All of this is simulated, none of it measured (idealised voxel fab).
Process module, titled voxel trench capacitor
In the cross-section labelled cut, the width is 200 nm and each square cell is 5 nm.
Each cross-section below is a grid of square cells, stated as bands in top-down order, with one or more rows of cells making up each band. The band entry comprises the height of the band's top followed by the height of its bottom, expressed in nm, and subsequently the band's materials from left to right, each stated together with its width in nm. Where a single material is marked with the word "edge to edge", that material fills the band from edge to edge. The word "empty" represents empty space. Height datum 0, below which the as-received substrate wafer is one material. Lowest band open at the bottom, running downward: "0 nm and below". The two numbers in a width such as "30 to 40" mark its ends across the band: the first belongs to the top row of cells, the second to the bottom row, and from each row to the next the width moves by the same amount. Step note "nothing changed" = no cross-section cell changed. In the "Enclosed cavity list" entry, you get each enclosed empty space of 8 cells or more, one with no open way to the top, written width x height at distance, distance from the left edge, in nm. Heads up: the bit after the settings on a step's line is the simulator's remark on that step. "overlay nm" denotes, for a step that has a mask, the displacement of the mask to the right of its planned place, with negative values corresponding to the left.
List of planned process steps
1. op RECEIVE | material Si
2. op CONFORMAL_DEP | material SiN | thk nm 10
3. op DIRECTIONAL_DEP | material aC | thk nm 10
4. op PATTERN | tone open | mask id TRENCH | material resist | width nm 25 | pitch nm 45 | thk nm 30 | overlay nm 0
5. op DIRECTIONAL_ETCH | etch materials aC | depth nm 10
6. op STRIP | etch materials resist
7. op DIRECTIONAL_ETCH | etch materials SiN | depth nm 10
8. op DIRECTIONAL_ETCH | etch materials Si | depth nm 35
9. op STRIP | etch materials aC
10. op CONFORMAL_DEP | material SiO2 | thk nm 5
11. op FILL_DEP | material polySi | thk nm 10
12. op CMP | height nm 10
Incoming wafer in cross-section (state: after step 1)
  0 nm and below = Si edge to edge
  Enclosed cavity list: none
Post-module cross-section: identical start and plan to those above, one misstep in execution
  10 nm to 0 nm = SiN (20) | SiO2 (5) | polySi (15) | SiO2 (5) | SiN (20) | SiO2 (5) | polySi (15) | SiO2 (5) | SiN (20) | SiO2 (5) | polySi (15) | SiO2 (5) | SiN (20) | SiO2 (5) | polySi (15) | SiO2 (5) | SiN (20)
  0 nm to -40 nm = Si (20) | SiO2 (5) | polySi (15) | SiO2 (5) | Si (20) | SiO2 (5) | polySi (15) | SiO2 (5) | Si (20) | SiO2 (5) | polySi (15) | SiO2 (5) | Si (20) | SiO2 (5) | polySi (15) | SiO2 (5) | Si (20)
  -40 nm to -45 nm = Si (20) | SiO2 (25) | Si (20) | SiO2 (25) | Si (20) | SiO2 (25) | Si (20) | SiO2 (25) | Si (20)
  -45 nm and below = Si edge to edge
  Enclosed cavity list: none
Plan not followed: step 8 did not use the planned setting and instead ran as op DIRECTIONAL_ETCH | etch materials Si | depth nm 45
